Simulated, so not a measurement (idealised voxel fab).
The process module presented herein is designated voxel air gaps.
Xsec cut, 240 nm wide, square cell size 5 nm.
In what follows, cross-sections appear as grids of square cells, described through bands that run from the top down, where every band is one or more rows of cells. The band entry comprises the height of the band's top followed by the height of its bottom, expressed in nm, and subsequently the band's materials from left to right, each stated together with its width in nm. Where a single material is marked with the word "all across", that material fills the band from edge to edge. The word "blank" represents empty space. Measure heights from 0. That's the level where, below it, the as-received wafer is all one material. The lowest band is bottomless and extends downward; write it as in "0 down". Width "30..40": first value at the band's top row of cells, second value at its bottom row, equal change from row to row. "stayed the same" for a step: no cell of the cross-section changed in that step. "Trapped voids": sealed empty spaces, 8 cells or more, no open way to top, listed width x height at distance, with distance from the left edge and width, height and distance in nm. Step line, after settings: the simulator's comment on this step. The setting "overlay nm" may be written on the line of a step. When the step uses a mask, the value reports how far to the right of the planned place the mask lay, and a negative value reports that it lay to the left.

# The planned process steps are enumerated hereunder
step 1: RECEIVE: material Si
step 2: CONFORMAL_DEP: material SiO2, thk nm 10
step 3: CONFORMAL_DEP: material SiCN, thk nm 5
step 4: DIRECTIONAL_DEP: material lowk, thk nm 35
step 5: DIRECTIONAL_DEP: material aC, thk nm 15
step 6: PATTERN: tone open, mask id LINES, material resist, width nm 25, pitch nm 50, thk nm 35, overlay nm 0
step 7: DIRECTIONAL_ETCH: etch materials aC, depth nm 15
step 8: STRIP: etch materials resist
step 9: DIRECTIONAL_ETCH: etch materials lowk, depth nm 35
step 10: STRIP: etch materials aC
step 11: CONFORMAL_DEP: material TiN, thk nm 5
step 12: FILL_DEP: material Cu, thk nm 10
step 13: CMP: height nm 50
step 14: EPI: material Ru, thk nm 10
step 15: SELECTIVE_ETCH: etch materials lowk, depth nm 45
step 16: CONFORMAL_DEP: material SiCN, thk nm 5

# Incoming wafer, cross-sectional view, post step 1
    0 down  Si all across
    Trapped voids: none

# Final cross-section, module run with one mistake (start and plan as above)
    65 to 60  SiCN all across
    60 to 50  Ru all across
    50 to 45  Cu all across
    45 to 40  TiN 35 / Cu 15 / TiN 35 / Cu 15 / TiN 35 / Cu 15 / TiN 35 / Cu 15 / TiN 40
    40 to 10  lowk 30 / TiN 5 / Cu 15 / TiN 5 / lowk 25 / TiN 5 / Cu 15 / TiN 5 / lowk 25 / TiN 5 / Cu 15 / TiN 5 / lowk 25 / TiN 5 / Cu 15 / TiN 5 / lowk 35
    10 to 5  lowk 30 / TiN 25 / lowk 25 / TiN 25 / lowk 25 / TiN 25 / lowk 25 / TiN 25 / lowk 35
    5 to 0  SiCN all across
    0 down  Si all across
    Trapped voids: none
In executing the process, a mistake was made relative to the plan: step 2 of the plan was jumped over and never run
